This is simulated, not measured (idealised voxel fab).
Process module, titled voxel gate over fins
Each square cell in cross-section cut measures 5 nm, and the section as a whole is 245 nm wide.
When this document writes out a cross-section, it uses a grid of square cells and lists it as bands, beginning at the top and moving down, with a band standing for one or more rows of cells. Top, bottom (nm), then materials left to right with widths (nm); lone material tagged "throughout" fills the whole band edge to edge; "air" = empty space. Convention: height 0 is the level below which the wafer, as received, is all one material. The lowest band does not terminate at the bottom but continues downward, represented as "0 down". Width "30..40": first value at the band's top row of cells, second value at its bottom row, equal change from row to row. A step reported as "no alterations made" is a step in which no cell of the cross-section changed. The label "Closed void register" introduces a list of the empty spaces, 8 cells or larger, that have no open way up to the top; each entry in it reads width x height at distance, where the distance is taken from the left edge and all three are stated in nm. Past the settings on a step's line: simulator remark, on that step. A step line may carry the setting "overlay nm", which, for steps involving a mask, states the distance by which the mask lay to the right of its intended position; negative values denote displacement to the left.
**Listed below are the process steps as planned**
- 1: RECEIVE [material Si]
- 2: CONFORMAL_DEP [material SiN] [thk nm 5]
- 3: PATTERN [tone cover] [mask id FINS] [material resist] [width nm 15] [pitch nm 35] [thk nm 15] [overlay nm 0]
- 4: DIRECTIONAL_ETCH [etch materials SiN] [depth nm 5]
- 5: DIRECTIONAL_ETCH [etch materials Si] [depth nm 40]
- 6: STRIP [etch materials resist]
- 7: FILL_DEP [material SiO2] [thk nm 10]
- 8: CMP [height nm 5]
- 9: SELECTIVE_ETCH [etch materials SiO2] [depth nm 15]
- 10: STRIP [etch materials SiN]
- 11: CONFORMAL_DEP [material HfO2] [thk nm 5]
- 12: CONFORMAL_DEP [material TiN] [thk nm 5]
- 13: FILL_DEP [material W] [thk nm 15]
- 14: CMP [height nm 20]
- 15: CONFORMAL_DEP [material SiCN] [thk nm 5]
**This is the cross-section of the wafer as we received it, i.e. after step 1**
> 0 down | Si throughout
> Closed void register: none
**First of two wafers at the end of the module, shown in cross-section; run carried out as planned**
> 25 to 20 | SiCN throughout
> 20 to 10 | W throughout
> 10 to 5 | 50 W; 140 TiN; 55 W
> 5 to 0 | 50 W; 5 TiN; 25 HfO2; 10 TiN; 25 HfO2; 10 TiN; 25 HfO2; 10 TiN; 25 HfO2; 5 TiN; 55 W
> 0 to -5 | 55 TiN; 5 HfO2; 15 Si; 5 HfO2; 10 TiN; 5 HfO2; 15 Si; 5 HfO2; 10 TiN; 5 HfO2; 15 Si; 5 HfO2; 10 TiN; 5 HfO2; 15 Si; 5 HfO2; 60 TiN
> -5 to -10 | 60 HfO2; 15 Si; 20 HfO2; 15 Si; 20 HfO2; 15 Si; 20 HfO2; 15 Si; 65 HfO2
> -10 to -40 | 60 SiO2; 15 Si; 20 SiO2; 15 Si; 20 SiO2; 15 Si; 20 SiO2; 15 Si; 65 SiO2
> -40 down | Si throughout
> Closed void register: none
**second wafer at the end: like start, like plan, one mistake**
> 25 to 20 | SiCN throughout
> 20 to 10 | W throughout
> 10 to 5 | 50 W; 145 TiN; 50 W
> 5 to 0 | 50 W; 5 TiN; 30 HfO2; 5 TiN; 30 HfO2; 5 TiN; 30 HfO2; 5 TiN; 30 HfO2; 5 TiN; 50 W
> 0 to -5 | 55 TiN; 5 HfO2; 20 Si; 5 HfO2; 5 TiN; 5 HfO2; 20 Si; 5 HfO2; 5 TiN; 5 HfO2; 20 Si; 5 HfO2; 5 TiN; 5 HfO2; 20 Si; 5 HfO2; 55 TiN
> -5 to -10 | 60 HfO2; 20 Si; 15 HfO2; 20 Si; 15 HfO2; 20 Si; 15 HfO2; 20 Si; 60 HfO2
> -10 to -40 | 60 SiO2; 20 Si; 15 SiO2; 20 Si; 15 SiO2; 20 Si; 15 SiO2; 20 Si; 60 SiO2
> -40 down | Si throughout
> Closed void register: none
Deviation noted in wafer processing: note that step 3 departed from the planned setting and was carried out as PATTERN [tone cover] [mask id FINS] [material resist] [width nm 20] [pitch nm 35] [thk nm 15] [overlay nm 0]
Final tally in cells, some materials are higher or lower on the second wafer than on the first: +32 Si | -24 SiO2 | -6 TiN | -2 W
